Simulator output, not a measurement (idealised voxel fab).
This is a process module. Its name is voxel self aligned contacts.
Cross-section cut: width 260 nm, square cells of 5 nm.
Bands, listed from the top down, are how a cross-section gets written in this document; the cross-section itself is a grid of square cells, and a band is one or more rows of them. In this notation a band is specified by the heights of its top and bottom, in that order and in nm, after which its materials appear from left to right, each paired with its width in nm. The word "everywhere" attached to a single material means that material fills the band from edge to edge; the word "empty" stands for empty space. Measure heights from 0. That's the level where, below it, the as-received wafer is all one material. The lowest band is bottomless and extends downward; write it as in "from 0 down". When a width is written as two numbers, as in "30 to 40", the first number is the width in the top row of cells of the band and the second is the width in its bottom row, and the width changes by the same amount from each row to the next. You'll sometimes find "no change" written for a step, and that's the way of saying that nowhere in the cross-section did a cell change during that step. "Completely sealed voids": empty spaces of 8 cells or more with no open way to the top, each given as width x height at distance, distance from the left edge, all in nm. Step line, after settings: the simulator's comment on this step. The line of a step may include "overlay nm". On a step with a mask, this value is how far to the right of its planned place the mask lay. A negative value means the mask lay to the left.
-- Below is the list of planned process steps
1: RECEIVE,material Si
2: OXIDIZE,depth nm 5
3: DIRECTIONAL_DEP,material polySi,thk nm 30
4: DIRECTIONAL_DEP,material SiN,thk nm 15
5: MASKED_ETCH,tone cover,mask id GATE,width nm 35,pitch nm 70,etch materials SiN,depth nm 15,overlay nm 0
6: MASKED_ETCH,tone cover,mask id GATE,width nm 35,pitch nm 70,etch materials polySi,depth nm 30,overlay nm 0
7: CONFORMAL_DEP,material SiN,thk nm 5
8: DIRECTIONAL_ETCH,etch materials SiN,depth nm 5
9: FILL_DEP,material SiO2,thk nm 15
10: CMP,height nm 50
11: PATTERN,tone open,mask id CONTACT,material resist,width nm 45,pitch nm 70,thk nm 15,overlay nm 0
12: DIRECTIONAL_ETCH,etch materials SiO2,depth nm 55
13: STRIP,etch materials resist
14: CONFORMAL_DEP,material TiN,thk nm 5
15: FILL_DEP,material Ru,thk nm 10
16: CMP,height nm 50
17: CONFORMAL_DEP,material SiCN,thk nm 5
-- First of two wafers, processed according to plan
-- Incoming wafer in cross-section (state: after step 1)
    from 0 down  Si everywhere
    Completely sealed voids: none
-- after step 2
    from 0 to -5  SiO2 everywhere
    Everything below -5 is unchanged.
-- after step 3
    from 30 to 0  polySi everywhere
    Everything below 0 is unchanged.
-- after step 4
    from 45 to 30  SiN everywhere
    Everything below 30 is unchanged.
-- after step 5
    from 45 to 30  empty: 40, then SiN: 35, then empty: 35, then SiN: 35, then empty: 35, then SiN: 35, then empty: 45
    Everything below 30 is unchanged.
-- after step 6
    from 45 to 30  empty: 40, then SiN: 35, then empty: 35, then SiN: 35, then empty: 35, then SiN: 35, then empty: 45
    from 30 to 0  empty: 40, then polySi: 35, then empty: 35, then polySi: 35, then empty: 35, then polySi: 35, then empty: 45
    Everything below 0 is unchanged.
-- after step 7
    from 50 to 30  empty: 35, then SiN: 45, then empty: 25, then SiN: 45, then empty: 25, then SiN: 45, then empty: 40
    from 30 to 5  empty: 35, then SiN: 5, then polySi: 35, then SiN: 5, then empty: 25, then SiN: 5, then polySi: 35, then SiN: 5, then empty: 25, then SiN: 5, then polySi: 35, then SiN: 5, then empty: 40
    from 5 to 0  SiN: 40, then polySi: 35, then SiN: 35, then polySi: 35, then SiN: 35, then polySi: 35, then SiN: 45
    Everything below 0 is unchanged.
-- after step 8
    from 45 to 30  empty: 35, then SiN: 45, then empty: 25, then SiN: 45, then empty: 25, then SiN: 45, then empty: 40
    from 30 to 0  empty: 35, then SiN: 5, then polySi: 35, then SiN: 5, then empty: 25, then SiN: 5, then polySi: 35, then SiN: 5, then empty: 25, then SiN: 5, then polySi: 35, then SiN: 5, then empty: 40
    Everything below 0 is unchanged.
-- after step 9
    from 60 to 45  SiO2 everywhere
    from 45 to 30  SiO2: 35, then SiN: 45, then SiO2: 25, then SiN: 45, then SiO2: 25, then SiN: 45, then SiO2: 40
    from 30 to 0  SiO2: 35, then SiN: 5, then polySi: 35, then SiN: 5, then SiO2: 25, then SiN: 5, then polySi: 35, then SiN: 5, then SiO2: 25, then SiN: 5, then polySi: 35, then SiN: 5, then SiO2: 40
    Everything below 0 is unchanged.
-- after step 10
    from 50 to 45  SiO2 everywhere
    Everything below 45 is unchanged.
-- after step 11
    from 65 to 50  resist: 70, then empty: 45, then resist: 25, then empty: 45, then resist: 75
    Everything below 50 is unchanged.
-- after step 12
    from 65 to 50  resist: 70, then empty: 45, then resist: 25, then empty: 45, then resist: 75
    from 50 to 45  SiO2: 70, then empty: 45, then SiO2: 25, then empty: 45, then SiO2: 75
    from 45 to 30  SiO2: 35, then SiN: 45, then empty: 25, then SiN: 45, then empty: 25, then SiN: 45, then SiO2: 40
    from 30 to 0  SiO2: 35, then SiN: 5, then polySi: 35, then SiN: 5, then empty: 25, then SiN: 5, then polySi: 35, then SiN: 5, then empty: 25, then SiN: 5, then polySi: 35, then SiN: 5, then SiO2: 40
    from 0 to -5  SiO2: 80, then empty: 25, then SiO2: 45, then empty: 25, then SiO2: 85
    Everything below -5 is unchanged.
-- after step 13
    from 50 to 45  SiO2: 70, then empty: 45, then SiO2: 25, then empty: 45, then SiO2: 75
    Everything below 45 is unchanged.
-- after step 14
    from 55 to 50  TiN: 75, then empty: 35, then TiN: 35, then empty: 35, then TiN: 80
    from 50 to 45  SiO2: 70, then TiN: 15, then empty: 15, then TiN: 15, then SiO2: 25, then TiN: 15, then empty: 15, then TiN: 15, then SiO2: 75
    from 45 to 30  SiO2: 35, then SiN: 45, then TiN: 5, then empty: 15, then TiN: 5, then SiN: 45, then TiN: 5, then empty: 15, then TiN: 5, then SiN: 45, then SiO2: 40
    from 30 to 0  SiO2: 35, then SiN: 5, then polySi: 35, then SiN: 5, then TiN: 5, then empty: 15, then TiN: 5, then SiN: 5, then polySi: 35, then SiN: 5, then TiN: 5, then empty: 15, then TiN: 5, then SiN: 5, then polySi: 35, then SiN: 5, then SiO2: 40
    from 0 to -5  SiO2: 80, then TiN: 25, then SiO2: 45, then TiN: 25, then SiO2: 85
    Everything below -5 is unchanged.
-- after step 15
    from 65 to 55  Ru everywhere
    from 55 to 50  TiN: 75, then Ru: 35, then TiN: 35, then Ru: 35, then TiN: 80
    from 50 to 45  SiO2: 70, then TiN: 15, then Ru: 15, then TiN: 15, then SiO2: 25, then TiN: 15, then Ru: 15, then TiN: 15, then SiO2: 75
    from 45 to 30  SiO2: 35, then SiN: 45, then TiN: 5, then Ru: 15, then TiN: 5, then SiN: 45, then TiN: 5, then Ru: 15, then TiN: 5, then SiN: 45, then SiO2: 40
    from 30 to 0  SiO2: 35, then SiN: 5, then polySi: 35, then SiN: 5, then TiN: 5, then Ru: 15, then TiN: 5, then SiN: 5, then polySi: 35, then SiN: 5, then TiN: 5, then Ru: 15, then TiN: 5, then SiN: 5, then polySi: 35, then SiN: 5, then SiO2: 40
    Everything below 0 is unchanged.
-- after step 16
    from 50 to 45  SiO2: 70, then TiN: 15, then Ru: 15, then TiN: 15, then SiO2: 25, then TiN: 15, then Ru: 15, then TiN: 15, then SiO2: 75
    Everything below 45 is unchanged.
-- after step 17
    from 55 to 50  SiCN everywhere
    Everything below 50 is unchanged.
-- Second of two: same start, same plan, one run error; steps up to and including 6 match the first
Second wafer, cut view, end of step 7 per plan: no change
-- Second wafer, cut view, end of step 8 per plan
    from 40 to 30  empty: 40, then SiN: 35, then empty: 35, then SiN: 35, then empty: 35, then SiN: 35, then empty: 45
    Everything below 30 is unchanged.
-- Second wafer, cut view, end of step 9 per plan
    from 55 to 40  SiO2 everywhere
    from 40 to 30  SiO2: 40, then SiN: 35, then SiO2: 35, then SiN: 35, then SiO2: 35, then SiN: 35, then SiO2: 45
    from 30 to 0  SiO2: 40, then polySi: 35, then SiO2: 35, then polySi: 35, then SiO2: 35, then polySi: 35, then SiO2: 45
    Everything below 0 is unchanged.
-- Second wafer, cut view, end of step 10 per plan
    from 50 to 40  SiO2 everywhere
    Everything below 40 is unchanged.
-- Second wafer, cut view, end of step 11 per plan
    from 65 to 50  resist: 70, then empty: 45, then resist: 25, then empty: 45, then resist: 75
    Everything below 50 is unchanged.
-- Second wafer, cut view, end of step 12 per plan
    from 65 to 50  resist: 70, then empty: 45, then resist: 25, then empty: 45, then resist: 75
    from 50 to 40  SiO2: 70, then empty: 45, then SiO2: 25, then empty: 45, then SiO2: 75
    from 40 to 30  SiO2: 40, then SiN: 35, then empty: 35, then SiN: 35, then empty: 35, then SiN: 35, then SiO2: 45
    from 30 to 0  SiO2: 40, then polySi: 35, then empty: 35, then polySi: 35, then empty: 35, then polySi: 35, then SiO2: 45
    from 0 to -5  SiO2: 75, then empty: 35, then SiO2: 35, then empty: 35, then SiO2: 80
    Everything below -5 is unchanged.
-- Second wafer, cut view, end of step 13 per plan
    from 50 to 40  SiO2: 70, then empty: 45, then SiO2: 25, then empty: 45, then SiO2: 75
    Everything below 40 is unchanged.
-- Second wafer, cut view, end of step 14 per plan
    from 55 to 50  TiN: 75, then empty: 35, then TiN: 35, then empty: 35, then TiN: 80
    from 50 to 40  SiO2: 70, then TiN: 5 to 10, then empty: 35 to 25, then TiN: 5 to 10, then SiO2: 25, then TiN: 5 to 10, then empty: 35 to 25, then TiN: 5 to 10, then SiO2: 75
    from 40 to 30  SiO2: 40, then SiN: 35, then TiN: 5, then empty: 25, then TiN: 5, then SiN: 35, then TiN: 5, then empty: 25, then TiN: 5, then SiN: 35, then SiO2: 45
    from 30 to 0  SiO2: 40, then polySi: 35, then TiN: 5, then empty: 25, then TiN: 5, then polySi: 35, then TiN: 5, then empty: 25, then TiN: 5, then polySi: 35, then SiO2: 45
    from 0 to -5  SiO2: 75, then TiN: 35, then SiO2: 35, then TiN: 35, then SiO2: 80
    Everything below -5 is unchanged.
-- Second wafer, cut view, end of step 15 per plan
    from 65 to 55  Ru everywhere
    from 55 to 50  TiN: 75, then Ru: 35, then TiN: 35, then Ru: 35, then TiN: 80
    from 50 to 40  SiO2: 70, then TiN: 5 to 10, then Ru: 35 to 25, then TiN: 5 to 10, then SiO2: 25, then TiN: 5 to 10, then Ru: 35 to 25, then TiN: 5 to 10, then SiO2: 75
    from 40 to 30  SiO2: 40, then SiN: 35, then TiN: 5, then Ru: 25, then TiN: 5, then SiN: 35, then TiN: 5, then Ru: 25, then TiN: 5, then SiN: 35, then SiO2: 45
    from 30 to 0  SiO2: 40, then polySi: 35, then TiN: 5, then Ru: 25, then TiN: 5, then polySi: 35, then TiN: 5, then Ru: 25, then TiN: 5, then polySi: 35, then SiO2: 45
    Everything below 0 is unchanged.
-- Second wafer, cut view, end of step 16 per plan
    from 50 to 40  SiO2: 70, then TiN: 5 to 10, then Ru: 35 to 25, then TiN: 5 to 10, then SiO2: 25, then TiN: 5 to 10, then Ru: 35 to 25, then TiN: 5 to 10, then SiO2: 75
    Everything below 40 is unchanged.
-- Second wafer, cut view, end of step 17 per plan
    from 55 to 50  SiCN everywhere
    Everything below 50 is unchanged.
Here's what went sideways: execution of step 7 of the plan did not take place, the step having been omitted
Wrapping up, a cell-based count of both wafers puts the second over or under the first for these materials: +44 Ru, -75 SiN, +31 SiO2
